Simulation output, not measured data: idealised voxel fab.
Documented hereafter: the process module known as voxel local oxidation.
Displayed cross-section: cut, width of 300 nm, square cells sized 5 nm.
A cross-section is a grid of square cells, given in bands from the top down. A band is one or more rows of cells. It is stipulated that each band's entry specify, in nanometres, the height of the top of the band and then that of its bottom, followed by the materials of the band in left-to-right sequence, each together with its width in nanometres. A single material marked by the word "throughout" is understood to fill the band from edge to edge; the word "empty" is understood to denote empty space. For the purposes of this specification, 0 denotes the height below which the wafer in its as-received condition is composed wholly of one material, and the lowermost band, lacking a lower limit, extends downward without end, as expressed in "0 -> down". A two-number width, for instance "30 to 40", indicates that the width is equal to the first number in the top row of the band and to the second number in the bottom row, and that it changes by a constant amount per row of cells. "everything unchanged" -> step changed no cross-section cell. This entry, "Entrapped voids", enumerates those empty regions of no fewer than 8 cells that possess no open connection to the top. Each region is reported in the form width x height at distance, the distance being taken from the left edge, with all three quantities expressed in nm. On each step's line, the part that comes after the settings is the simulator's own comment on the step. "overlay nm", when on a step's line for a step with a mask, measures how far to the right of its planned place the mask lay; a negative measure means to the left.
### The planned process steps are enumerated hereunder
1) RECEIVE [material Si]
2) OXIDIZE [depth nm 5]
3) CONFORMAL_DEP [material SiN] [thk nm 10]
4) MASKED_ETCH [tone cover] [mask id ACTIVE] [width nm 130] [etch materials SiN] [depth nm 10] [overlay nm 0]
5) SELECTIVE_ETCH [etch materials SiO2] [depth nm 5]
6) OXIDIZE [depth nm 10]
7) STRIP [etch materials SiN]
### First wafer, two in total, run as planned
### Cross-section of the incoming wafer, state after step 1
	0 -> down | Si throughout
	Entrapped voids: none
### Cross-section: wafer state after step 2
	0 -> -5 | SiO2 throughout
	For the remainder of the cross-section, below -5, there is no change.
### Cross-section: wafer state after step 3
	10 -> 0 | SiN throughout
	For the remainder of the cross-section, below 0, there is no change.
### Cross-section: wafer state after step 4
	10 -> 0 | empty: 85; SiN: 130; empty: 85
	For the remainder of the cross-section, below 0, there is no change.
### Cross-section: wafer state after step 5
	10 -> 0 | empty: 85; SiN: 130; empty: 85
	0 -> -5 | empty: 90; SiO2: 120; empty: 90
	For the remainder of the cross-section, below -5, there is no change.
### Cross-section: wafer state after step 6
	10 -> 0 | empty: 85; SiN: 130; empty: 85
	0 -> -5 | empty: 90; SiO2: 120; empty: 90
	-5 -> -15 | SiO2: 100; Si: 100; SiO2: 100
	For the remainder of the cross-section, below -15, there is no change.
### Cross-section: wafer state after step 7
	0 -> -5 | empty: 90; SiO2: 120; empty: 90
	For the remainder of the cross-section, below -5, there is no change.
### Now the other wafer: same start, same recipe, but we messed up one thing when running it. Up to and including step 6 it's the same as the first one
Second wafer: cross-section at the scheduled end of step 7: everything unchanged
Processing error: yeah, step 7 of the plan got skipped, never ran
FYI, end of process, the second wafer has more or fewer cells of some materials than the first: SiN +52
